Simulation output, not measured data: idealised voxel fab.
voxel ribs on slabs: a process module
Shown is cross-section cut, with a width of 145 nm and square cells of size 5 nm.
Think of the cross-section as a grid of square cells. We describe it in bands, top to bottom, and each band covers one or more rows of those cells.
Each band's line starts with the height of the band's top and of its bottom, in nm. Then come its materials from left to right, each with its width in nm. One material with "full width" fills the band from edge to edge. "blank" is empty space.
Heads up on the height convention: 0 is the point under which the incoming wafer is all one material, and the lowest band has no bottom, it just keeps going down, like "0 down".
A width given as "30->40" starts at the first number in the band's top row and ends at the second number in its bottom row, shifting by an equal amount at every step from row to row.
The cross-section has no changed cell in any step marked "remained the same".
Any empty space of 8 cells or more lacking an open way to the top shows up in "Enclosed internal voids" as width x height at distance, distance from the left edge, in nm.
Past the settings on a step's line: simulator remark, on that step.
Steps that use a mask can have "overlay nm" on their line. It says how far the mask sat to the right of where it was meant to be. Negative means to the left.
STEPS PLANNED FOR THE PROCESS
1) RECEIVE,material Si
2) DIRECTIONAL_DEP,material SiO2,thk nm 30
3) DIRECTIONAL_DEP,material polySi,thk nm 25
4) PATTERN,tone cover,mask id RIB,material resist,width nm 30,thk nm 15,overlay nm 0
5) DIRECTIONAL_ETCH,etch materials polySi,depth nm 20
6) STRIP,etch materials resist
7) DIRECTIONAL_DEP,material aC,thk nm 10
8) PATTERN,tone cover,mask id SLAB,material resist,width nm 80,thk nm 30,overlay nm 0
9) DIRECTIONAL_ETCH,etch materials aC,depth nm 10
10) STRIP,etch materials resist
11) DIRECTIONAL_ETCH,etch materials polySi,depth nm 5
12) STRIP,etch materials aC
13) FILL_DEP,material SiO2,thk nm 25
14) CMP,height nm 70
15) DIRECTIONAL_DEP,material W,thk nm 5
16) MASKED_ETCH,tone cover,mask id HEATER,width nm 40,etch materials W,depth nm 5,overlay nm 0
17) CONFORMAL_DEP,material SiN,thk nm 5
STEP 1 COMPLETE: CROSS-SECTION OF THE WAFER AS RECEIVED
* 0 down | Si full width
* Enclosed internal voids: none
THE FIRST OF TWO WAFERS, CROSS-SECTIONED AT THE END OF THE MODULE, WITH THE RUN PROCEEDING AS PLANNED
* 80 to 75 | blank 45 nm  SiN 50 nm  blank 50 nm
* 75 to 70 | SiN 50 nm  W 40 nm  SiN 55 nm
* 70 to 55 | SiO2 full width
* 55 to 35 | SiO2 55 nm  polySi 30 nm  SiO2 60 nm
* 35 to 30 | SiO2 30 nm  polySi 80 nm  SiO2 35 nm
* 30 to 0 | SiO2 full width
* 0 down | Si full width
* Enclosed internal voids: none
HERE IS THE SECOND OF THE TWO WAFERS CUT OPEN AT THE END OF THE MODULE - SAME START, SAME PLAN AS THE FIRST ONE, BUT WE MADE ONE MISTAKE RUNNING IT
* 80 to 75 | blank 45 nm  SiN 50 nm  blank 50 nm
* 75 to 70 | SiN 50 nm  W 40 nm  SiN 55 nm
* 70 to 25 | SiO2 full width
* 25 to 0 | polySi full width
* 0 down | Si full width
* Enclosed internal voids: none
Against the plan, the run slipped here: order of steps 2 and 3 inverted relative to the plan
Cell-count delta at end, second wafer over first, by material: SiO2 -105 | polySi +105
